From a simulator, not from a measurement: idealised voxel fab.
Process module in this document: voxel capacitor over wiring
The width of the displayed cross-section, cut, is 270 nm; its cells are square, with a size of 5 nm.
Throughout this document, each cross-section is represented as a grid of square cells and is presented as a sequence of bands enumerated from the top downward, where a band comprises one or more rows of cells.
Heads up on the band format: heights come first, top then bottom, in nm. After that it's the materials left to right, each with its width in nm. A single material flagged "edge to edge" fills the whole band edge to edge, and "empty" means there's empty space there.
Heads up on the height convention: 0 is the point under which the incoming wafer is all one material, and the lowest band has no bottom, it just keeps going down, like "from 0 down".
Width spec "30..40" -> top row of cells at first value, bottom row at second value, equal per-row change in between.
"remained unchanged" after a step means that no cell of the cross-section changed.
Basically, "Enclosed internal voids" tells you about the enclosed voids: empty spaces with no open way to the top, 8 cells or bigger, each written width x height at distance, where distance is from the left edge, all in nm.
Text after the settings on a step's line: the simulator's own remark on that step.
overlay nm: for a step with a mask, the amount by which the mask lay right of where it was planned; a negative amount means left of it.
## These are the steps we planned for the process
- 1: op RECEIVE | material Si
- 2: op CONFORMAL_DEP | material SiO2 | thk nm 15
- 3: op CONFORMAL_DEP | material SiCN | thk nm 5
- 4: op DIRECTIONAL_DEP | material SiO2 | thk nm 15
- 5: op DIRECTIONAL_DEP | material aC | thk nm 10
- 6: op PATTERN | tone open | mask id METAL_1 | material resist | width nm 25 | pitch nm 90 | thk nm 25 | overlay nm 0
- 7: op DIRECTIONAL_ETCH | etch materials aC | depth nm 10
- 8: op STRIP | etch materials resist
- 9: op DIRECTIONAL_ETCH | etch materials SiO2 | depth nm 15
- 10: op DIRECTIONAL_ETCH | etch materials SiCN | depth nm 5
- 11: op STRIP | etch materials aC
- 12: op CONFORMAL_DEP | material TiN | thk nm 5
- 13: op FILL_DEP | material Ru | thk nm 5
- 14: op CMP | height nm 35
- 15: op CONFORMAL_DEP | material SiCN | thk nm 5
- 16: op DIRECTIONAL_DEP | material SiO2 | thk nm 20
- 17: op MASKED_ETCH | tone open | mask id PLUG_1 | width nm 15 | etch materials SiO2 | depth nm 20 | overlay nm 0
- 18: op MASKED_ETCH | tone open | mask id PLUG_1 | width nm 15 | etch materials SiCN | depth nm 5 | overlay nm 0
- 19: op CONFORMAL_DEP | material TiN | thk nm 5
- 20: op FILL_DEP | material Cu | thk nm 5
- 21: op CMP | height nm 60
- 22: op DIRECTIONAL_DEP | material TiN | thk nm 10
- 23: op DIRECTIONAL_DEP | material HfO2 | thk nm 5
- 24: op DIRECTIONAL_DEP | material TiN | thk nm 5
- 25: op DIRECTIONAL_DEP | material aC | thk nm 10
- 26: op PATTERN | tone cover | mask id UPPER_PLATE | material resist | width nm 70 | thk nm 25 | overlay nm 0
- 27: op DIRECTIONAL_ETCH | etch materials aC | depth nm 10
- 28: op STRIP | etch materials resist
- 29: op DIRECTIONAL_ETCH | etch materials TiN | depth nm 5
- 30: op DIRECTIONAL_ETCH | etch materials HfO2 | depth nm 5
- 31: op STRIP | etch materials aC
- 32: op DIRECTIONAL_DEP | material aC | thk nm 15
- 33: op PATTERN | tone cover | mask id LOWER_PLATE | material resist | width nm 80 | thk nm 30 | overlay nm 0
- 34: op DIRECTIONAL_ETCH | etch materials aC | depth nm 15
- 35: op STRIP | etch materials resist
- 36: op DIRECTIONAL_ETCH | etch materials TiN | depth nm 10
- 37: op STRIP | etch materials aC
- 38: op FILL_DEP | material SiO2 | thk nm 20
- 39: op CMP | height nm 95
- 40: op MASKED_ETCH | tone open | mask id PLUG_2 | width nm 15 | etch materials SiO2 | depth nm 15 | overlay nm 0
- 41: op CONFORMAL_DEP | material TiN | thk nm 5
- 42: op FILL_DEP | material W | thk nm 5
- 43: op CMP | height nm 95
- 44: op CONFORMAL_DEP | material SiCN | thk nm 5
## First of two wafers, with the run carried out as planned
## Incoming wafer, cross-sectional view, post step 1
  from 0 down  Si edge to edge
  Enclosed internal voids: none
## Sectional view: wafer, after step 2
  from 15 to 0  SiO2 edge to edge
  Note: structure below 0 unchanged.
## Sectional view: wafer, after step 3
  from 20 to 15  SiCN edge to edge
  Note: structure below 15 unchanged.
## Sectional view: wafer, after step 4
  from 35 to 20  SiO2 edge to edge
  Note: structure below 20 unchanged.
## Sectional view: wafer, after step 5
  from 45 to 35  aC edge to edge
  Note: structure below 35 unchanged.
## Sectional view: wafer, after step 6
  from 70 to 45  75 nm resist, 25 nm empty, 65 nm resist, 25 nm empty, 80 nm resist
  Note: structure below 45 unchanged.
## Sectional view: wafer, after step 7
  from 60 to 45  75 nm resist, 25 nm empty, 65 nm resist, 25 nm empty, 80 nm resist
  from 45 to 35  75 nm aC, 25 nm empty, 65 nm aC, 25 nm empty, 80 nm aC
  Note: structure below 35 unchanged.
## Sectional view: wafer, after step 8
  from 45 to 35  75 nm aC, 25 nm empty, 65 nm aC, 25 nm empty, 80 nm aC
  Note: structure below 35 unchanged.
## Sectional view: wafer, after step 9
  from 45 to 35  75 nm aC, 25 nm empty, 65 nm aC, 25 nm empty, 80 nm aC
  from 35 to 20  75 nm SiO2, 25 nm empty, 65 nm SiO2, 25 nm empty, 80 nm SiO2
  Note: structure below 20 unchanged.
## Sectional view: wafer, after step 10
  from 45 to 35  75 nm aC, 25 nm empty, 65 nm aC, 25 nm empty, 80 nm aC
  from 35 to 20  75 nm SiO2, 25 nm empty, 65 nm SiO2, 25 nm empty, 80 nm SiO2
  from 20 to 15  75 nm SiCN, 25 nm empty, 65 nm SiCN, 25 nm empty, 80 nm SiCN
  Note: structure below 15 unchanged.
## Sectional view: wafer, after step 11
  from 35 to 20  75 nm SiO2, 25 nm empty, 65 nm SiO2, 25 nm empty, 80 nm SiO2
  Note: structure below 20 unchanged.
## Sectional view: wafer, after step 12
  from 40 to 35  80 nm TiN, 15 nm empty, 75 nm TiN, 15 nm empty, 85 nm TiN
  from 35 to 20  75 nm SiO2, 5 nm TiN, 15 nm empty, 5 nm TiN, 65 nm SiO2, 5 nm TiN, 15 nm empty, 5 nm TiN, 80 nm SiO2
  from 20 to 15  75 nm SiCN, 25 nm TiN, 65 nm SiCN, 25 nm TiN, 80 nm SiCN
  Note: structure below 15 unchanged.
## Sectional view: wafer, after step 13
  from 45 to 40  Ru edge to edge
  from 40 to 35  80 nm TiN, 15 nm Ru, 75 nm TiN, 15 nm Ru, 85 nm TiN
  from 35 to 20  75 nm SiO2, 5 nm TiN, 15 nm Ru, 5 nm TiN, 65 nm SiO2, 5 nm TiN, 15 nm Ru, 5 nm TiN, 80 nm SiO2
  Note: structure below 20 unchanged.
## Sectional view: wafer, after step 14
  from 35 to 20  75 nm SiO2, 5 nm TiN, 15 nm Ru, 5 nm TiN, 65 nm SiO2, 5 nm TiN, 15 nm Ru, 5 nm TiN, 80 nm SiO2
  Note: structure below 20 unchanged.
## Sectional view: wafer, after step 15
  from 40 to 35  SiCN edge to edge
  Note: structure below 35 unchanged.
## Sectional view: wafer, after step 16
  from 60 to 40  SiO2 edge to edge
  Note: structure below 40 unchanged.
## Sectional view: wafer, after step 17
  from 60 to 40  85 nm SiO2, 15 nm empty, 170 nm SiO2
  Note: structure below 40 unchanged.
## Sectional view: wafer, after step 18
  from 60 to 40  85 nm SiO2, 15 nm empty, 170 nm SiO2
  from 40 to 35  85 nm SiCN, 15 nm empty, 170 nm SiCN
  Note: structure below 35 unchanged.
## Sectional view: wafer, after step 19
  from 65 to 60  90 nm TiN, 5 nm empty, 175 nm TiN
  from 60 to 40  85 nm SiO2, 5 nm TiN, 5 nm empty, 5 nm TiN, 170 nm SiO2
  from 40 to 35  85 nm SiCN, 15 nm TiN, 170 nm SiCN
  Note: structure below 35 unchanged.
## Sectional view: wafer, after step 20
  from 70 to 65  Cu edge to edge
  from 65 to 60  90 nm TiN, 5 nm Cu, 175 nm TiN
  from 60 to 40  85 nm SiO2, 5 nm TiN, 5 nm Cu, 5 nm TiN, 170 nm SiO2
  Note: structure below 40 unchanged.
## Sectional view: wafer, after step 21
  from 60 to 40  85 nm SiO2, 5 nm TiN, 5 nm Cu, 5 nm TiN, 170 nm SiO2
  Note: structure below 40 unchanged.
## Sectional view: wafer, after step 22
  from 70 to 60  TiN edge to edge
  Note: structure below 60 unchanged.
## Sectional view: wafer, after step 23
  from 75 to 70  HfO2 edge to edge
  Note: structure below 70 unchanged.
## Sectional view: wafer, after step 24
  from 80 to 75  TiN edge to edge
  Note: structure below 75 unchanged.
## Sectional view: wafer, after step 25
  from 90 to 80  aC edge to edge
  Note: structure below 80 unchanged.
## Sectional view: wafer, after step 26
  from 115 to 90  85 nm empty, 70 nm resist, 115 nm empty
  Note: structure below 90 unchanged.
## Sectional view: wafer, after step 27
  from 105 to 90  85 nm empty, 70 nm resist, 115 nm empty
  from 90 to 80  85 nm empty, 70 nm aC, 115 nm empty
  Note: structure below 80 unchanged.
## Sectional view: wafer, after step 28
  from 90 to 80  85 nm empty, 70 nm aC, 115 nm empty
  Note: structure below 80 unchanged.
## Sectional view: wafer, after step 29
  from 90 to 80  85 nm empty, 70 nm aC, 115 nm empty
  from 80 to 75  85 nm empty, 70 nm TiN, 115 nm empty
  Note: structure below 75 unchanged.
## Sectional view: wafer, after step 30
  from 90 to 80  85 nm empty, 70 nm aC, 115 nm empty
  from 80 to 75  85 nm empty, 70 nm TiN, 115 nm empty
  from 75 to 70  85 nm empty, 70 nm HfO2, 115 nm empty
  Note: structure below 70 unchanged.
## Sectional view: wafer, after step 31
  from 80 to 75  85 nm empty, 70 nm TiN, 115 nm empty
  Note: structure below 75 unchanged.
## Sectional view: wafer, after step 32
  from 95 to 85  85 nm empty, 70 nm aC, 115 nm empty
  from 85 to 80  aC edge to edge
  from 80 to 75  85 nm aC, 70 nm TiN, 115 nm aC
  from 75 to 70  85 nm aC, 70 nm HfO2, 115 nm aC
  Note: structure below 70 unchanged.
## Sectional view: wafer, after step 33
  from 125 to 95  80 nm empty, 80 nm resist, 110 nm empty
  from 95 to 85  80 nm empty, 5 nm resist, 70 nm aC, 5 nm resist, 110 nm empty
  Note: structure below 85 unchanged.
## Sectional view: wafer, after step 34
  from 110 to 95  80 nm empty, 80 nm resist, 110 nm empty
  from 95 to 85  80 nm empty, 5 nm resist, 70 nm aC, 5 nm resist, 110 nm empty
  from 85 to 80  80 nm empty, 80 nm aC, 110 nm empty
  from 80 to 75  80 nm empty, 5 nm aC, 70 nm TiN, 5 nm aC, 110 nm empty
  from 75 to 70  80 nm empty, 5 nm aC, 70 nm HfO2, 5 nm aC, 110 nm empty
  Note: structure below 70 unchanged.
## Sectional view: wafer, after step 35
  from 95 to 85  85 nm empty, 70 nm aC, 115 nm empty
  Note: structure below 85 unchanged.
## Sectional view: wafer, after step 36
  from 95 to 85  85 nm empty, 70 nm aC, 115 nm empty
  from 85 to 80  80 nm empty, 80 nm aC, 110 nm empty
  from 80 to 75  80 nm empty, 5 nm aC, 70 nm TiN, 5 nm aC, 110 nm empty
  from 75 to 70  80 nm empty, 5 nm aC, 70 nm HfO2, 5 nm aC, 110 nm empty
  from 70 to 60  80 nm empty, 80 nm TiN, 110 nm empty
  Note: structure below 60 unchanged.
## Sectional view: wafer, after step 37
  from 80 to 75  85 nm empty, 70 nm TiN, 115 nm empty
  from 75 to 70  85 nm empty, 70 nm HfO2, 115 nm empty
  Note: structure below 70 unchanged.
## Sectional view: wafer, after step 38
  from 100 to 80  SiO2 edge to edge
  from 80 to 75  85 nm SiO2, 70 nm TiN, 115 nm SiO2
  from 75 to 70  85 nm SiO2, 70 nm HfO2, 115 nm SiO2
  from 70 to 60  80 nm SiO2, 80 nm TiN, 110 nm SiO2
  Note: structure below 60 unchanged.
## Sectional view: wafer, after step 39
  from 95 to 80  SiO2 edge to edge
  Note: structure below 80 unchanged.
## Sectional view: wafer, after step 40
  from 95 to 80  95 nm SiO2, 15 nm empty, 160 nm SiO2
  Note: structure below 80 unchanged.
## Sectional view: wafer, after step 41
  from 100 to 95  100 nm TiN, 5 nm empty, 165 nm TiN
  from 95 to 85  95 nm SiO2, 5 nm TiN, 5 nm empty, 5 nm TiN, 160 nm SiO2
  from 85 to 75  95..85 nm SiO2, 15..70 nm TiN, 160..115 nm SiO2
  Note: structure below 75 unchanged.
## Sectional view: wafer, after step 42
  from 105 to 100  W edge to edge
  from 100 to 95  100 nm TiN, 5 nm W, 165 nm TiN
  from 95 to 85  95 nm SiO2, 5 nm TiN, 5 nm W, 5 nm TiN, 160 nm SiO2
  Note: structure below 85 unchanged.
## Sectional view: wafer, after step 43
  from 95 to 85  95 nm SiO2, 5 nm TiN, 5 nm W, 5 nm TiN, 160 nm SiO2
  Note: structure below 85 unchanged.
## Sectional view: wafer, after step 44
  from 100 to 95  SiCN edge to edge
  Note: structure below 95 unchanged.
## Wafer two of the pair: same origin, same plan, one error during the run; identical to wafer one up to and including step 5
## Second wafer, section view, time point: scheduled end of step 6
  from 70 to 45  80 nm resist, 15 nm empty, 75 nm resist, 15 nm empty, 85 nm resist
  Note: structure below 45 unchanged.
## Second wafer, section view, time point: scheduled end of step 7
  from 60 to 45  80 nm resist, 15 nm empty, 75 nm resist, 15 nm empty, 85 nm resist
  from 45 to 35  80 nm aC, 15 nm empty, 75 nm aC, 15 nm empty, 85 nm aC
  Note: structure below 35 unchanged.
## Second wafer, section view, time point: scheduled end of step 8
  from 45 to 35  80 nm aC, 15 nm empty, 75 nm aC, 15 nm empty, 85 nm aC
  Note: structure below 35 unchanged.
## Second wafer, section view, time point: scheduled end of step 9
  from 45 to 35  80 nm aC, 15 nm empty, 75 nm aC, 15 nm empty, 85 nm aC
  from 35 to 20  80 nm SiO2, 15 nm empty, 75 nm SiO2, 15 nm empty, 85 nm SiO2
  Note: structure below 20 unchanged.
## Second wafer, section view, time point: scheduled end of step 10
  from 45 to 35  80 nm aC, 15 nm empty, 75 nm aC, 15 nm empty, 85 nm aC
  from 35 to 20  80 nm SiO2, 15 nm empty, 75 nm SiO2, 15 nm empty, 85 nm SiO2
  from 20 to 15  80 nm SiCN, 15 nm empty, 75 nm SiCN, 15 nm empty, 85 nm SiCN
  Note: structure below 15 unchanged.
## Second wafer, section view, time point: scheduled end of step 11
  from 35 to 20  80 nm SiO2, 15 nm empty, 75 nm SiO2, 15 nm empty, 85 nm SiO2
  Note: structure below 20 unchanged.
## Second wafer, section view, time point: scheduled end of step 12
  from 40 to 35  85 nm TiN, 5 nm empty, 85 nm TiN, 5 nm empty, 90 nm TiN
  from 35 to 20  80 nm SiO2, 5 nm TiN, 5 nm empty, 5 nm TiN, 75 nm SiO2, 5 nm TiN, 5 nm empty, 5 nm TiN, 85 nm SiO2
  from 20 to 15  80 nm SiCN, 15 nm TiN, 75 nm SiCN, 15 nm TiN, 85 nm SiCN
  Note: structure below 15 unchanged.
## Second wafer, section view, time point: scheduled end of step 13
  from 45 to 40  Ru edge to edge
  from 40 to 35  85 nm TiN, 5 nm Ru, 85 nm TiN, 5 nm Ru, 90 nm TiN
  from 35 to 20  80 nm SiO2, 5 nm TiN, 5 nm Ru, 5 nm TiN, 75 nm SiO2, 5 nm TiN, 5 nm Ru, 5 nm TiN, 85 nm SiO2
  Note: structure below 20 unchanged.
## Second wafer, section view, time point: scheduled end of step 14
  from 35 to 20  80 nm SiO2, 5 nm TiN, 5 nm Ru, 5 nm TiN, 75 nm SiO2, 5 nm TiN, 5 nm Ru, 5 nm TiN, 85 nm SiO2
  Note: structure below 20 unchanged.
## Second wafer, section view, time point: scheduled end of step 15
  from 40 to 35  SiCN edge to edge
  Note: structure below 35 unchanged.
## Second wafer, section view, time point: scheduled end of step 16
  from 60 to 40  SiO2 edge to edge
  Note: structure below 40 unchanged.
## Second wafer, section view, time point: scheduled end of step 17
  from 60 to 40  85 nm SiO2, 15 nm empty, 170 nm SiO2
  Note: structure below 40 unchanged.
## Second wafer, section view, time point: scheduled end of step 18
  from 60 to 40  85 nm SiO2, 15 nm empty, 170 nm SiO2
  from 40 to 35  85 nm SiCN, 15 nm empty, 170 nm SiCN
  Note: structure below 35 unchanged.
## Second wafer, section view, time point: scheduled end of step 19
  from 65 to 60  90 nm TiN, 5 nm empty, 175 nm TiN
  from 60 to 40  85 nm SiO2, 5 nm TiN, 5 nm empty, 5 nm TiN, 170 nm SiO2
  from 40 to 35  85 nm SiCN, 15 nm TiN, 170 nm SiCN
  Note: structure below 35 unchanged.
## Second wafer, section view, time point: scheduled end of step 20
  from 70 to 65  Cu edge to edge
  from 65 to 60  90 nm TiN, 5 nm Cu, 175 nm TiN
  from 60 to 40  85 nm SiO2, 5 nm TiN, 5 nm Cu, 5 nm TiN, 170 nm SiO2
  Note: structure below 40 unchanged.
## Second wafer, section view, time point: scheduled end of step 21
  from 60 to 40  85 nm SiO2, 5 nm TiN, 5 nm Cu, 5 nm TiN, 170 nm SiO2
  Note: structure below 40 unchanged.
## Second wafer, section view, time point: scheduled end of step 22
  from 70 to 60  TiN edge to edge
  Note: structure below 60 unchanged.
## Second wafer, section view, time point: scheduled end of step 23
  from 75 to 70  HfO2 edge to edge
  Note: structure below 70 unchanged.
## Second wafer, section view, time point: scheduled end of step 24
  from 80 to 75  TiN edge to edge
  Note: structure below 75 unchanged.
## Second wafer, section view, time point: scheduled end of step 25
  from 90 to 80  aC edge to edge
  Note: structure below 80 unchanged.
## Second wafer, section view, time point: scheduled end of step 26
  from 115 to 90  85 nm empty, 70 nm resist, 115 nm empty
  Note: structure below 90 unchanged.
## Second wafer, section view, time point: scheduled end of step 27
  from 105 to 90  85 nm empty, 70 nm resist, 115 nm empty
  from 90 to 80  85 nm empty, 70 nm aC, 115 nm empty
  Note: structure below 80 unchanged.
## Second wafer, section view, time point: scheduled end of step 28
  from 90 to 80  85 nm empty, 70 nm aC, 115 nm empty
  Note: structure below 80 unchanged.
## Second wafer, section view, time point: scheduled end of step 29
  from 90 to 80  85 nm empty, 70 nm aC, 115 nm empty
  from 80 to 75  85 nm empty, 70 nm TiN, 115 nm empty
  Note: structure below 75 unchanged.
## Second wafer, section view, time point: scheduled end of step 30
  from 90 to 80  85 nm empty, 70 nm aC, 115 nm empty
  from 80 to 75  85 nm empty, 70 nm TiN, 115 nm empty
  from 75 to 70  85 nm empty, 70 nm HfO2, 115 nm empty
  Note: structure below 70 unchanged.
## Second wafer, section view, time point: scheduled end of step 31
  from 80 to 75  85 nm empty, 70 nm TiN, 115 nm empty
  Note: structure below 75 unchanged.
## Second wafer, section view, time point: scheduled end of step 32
  from 95 to 85  85 nm empty, 70 nm aC, 115 nm empty
  from 85 to 80  aC edge to edge
  from 80 to 75  85 nm aC, 70 nm TiN, 115 nm aC
  from 75 to 70  85 nm aC, 70 nm HfO2, 115 nm aC
  Note: structure below 70 unchanged.
## Second wafer, section view, time point: scheduled end of step 33
  from 125 to 95  80 nm empty, 80 nm resist, 110 nm empty
  from 95 to 85  80 nm empty, 5 nm resist, 70 nm aC, 5 nm resist, 110 nm empty
  Note: structure below 85 unchanged.
## Second wafer, section view, time point: scheduled end of step 34
  from 110 to 95  80 nm empty, 80 nm resist, 110 nm empty
  from 95 to 85  80 nm empty, 5 nm resist, 70 nm aC, 5 nm resist, 110 nm empty
  from 85 to 80  80 nm empty, 80 nm aC, 110 nm empty
  from 80 to 75  80 nm empty, 5 nm aC, 70 nm TiN, 5 nm aC, 110 nm empty
  from 75 to 70  80 nm empty, 5 nm aC, 70 nm HfO2, 5 nm aC, 110 nm empty
  Note: structure below 70 unchanged.
## Second wafer, section view, time point: scheduled end of step 35
  from 95 to 85  85 nm empty, 70 nm aC, 115 nm empty
  Note: structure below 85 unchanged.
## Second wafer, section view, time point: scheduled end of step 36
  from 95 to 85  85 nm empty, 70 nm aC, 115 nm empty
  from 85 to 80  80 nm empty, 80 nm aC, 110 nm empty
  from 80 to 75  80 nm empty, 5 nm aC, 70 nm TiN, 5 nm aC, 110 nm empty
  from 75 to 70  80 nm empty, 5 nm aC, 70 nm HfO2, 5 nm aC, 110 nm empty
  from 70 to 60  80 nm empty, 80 nm TiN, 110 nm empty
  Note: structure below 60 unchanged.
## Second wafer, section view, time point: scheduled end of step 37
  from 80 to 75  85 nm empty, 70 nm TiN, 115 nm empty
  from 75 to 70  85 nm empty, 70 nm HfO2, 115 nm empty
  Note: structure below 70 unchanged.
## Second wafer, section view, time point: scheduled end of step 38
  from 100 to 80  SiO2 edge to edge
  from 80 to 75  85 nm SiO2, 70 nm TiN, 115 nm SiO2
  from 75 to 70  85 nm SiO2, 70 nm HfO2, 115 nm SiO2
  from 70 to 60  80 nm SiO2, 80 nm TiN, 110 nm SiO2
  Note: structure below 60 unchanged.
## Second wafer, section view, time point: scheduled end of step 39
  from 95 to 80  SiO2 edge to edge
  Note: structure below 80 unchanged.
## Second wafer, section view, time point: scheduled end of step 40
  from 95 to 80  95 nm SiO2, 15 nm empty, 160 nm SiO2
  Note: structure below 80 unchanged.
## Second wafer, section view, time point: scheduled end of step 41
  from 100 to 95  100 nm TiN, 5 nm empty, 165 nm TiN
  from 95 to 85  95 nm SiO2, 5 nm TiN, 5 nm empty, 5 nm TiN, 160 nm SiO2
  from 85 to 75  95..85 nm SiO2, 15..70 nm TiN, 160..115 nm SiO2
  Note: structure below 75 unchanged.
## Second wafer, section view, time point: scheduled end of step 42
  from 105 to 100  W edge to edge
  from 100 to 95  100 nm TiN, 5 nm W, 165 nm TiN
  from 95 to 85  95 nm SiO2, 5 nm TiN, 5 nm W, 5 nm TiN, 160 nm SiO2
  Note: structure below 85 unchanged.
## Second wafer, section view, time point: scheduled end of step 43
  from 95 to 85  95 nm SiO2, 5 nm TiN, 5 nm W, 5 nm TiN, 160 nm SiO2
  Note: structure below 85 unchanged.
## Second wafer, section view, time point: scheduled end of step 44
  from 100 to 95  SiCN edge to edge
  Note: structure below 95 unchanged.
Heads up, the wafer didn't run the way we planned it: step 6 did not happen as planned, as run it was op PATTERN | tone open | mask id METAL_1 | material resist | width nm 15 | pitch nm 90 | thk nm 25 | overlay nm 0
Looking at both finished wafers in cells, the second ends up ahead of or behind the first on some materials: Ru: 12 fewer; SiCN: 4 more; SiO2: 12 more; TiN: 4 fewer
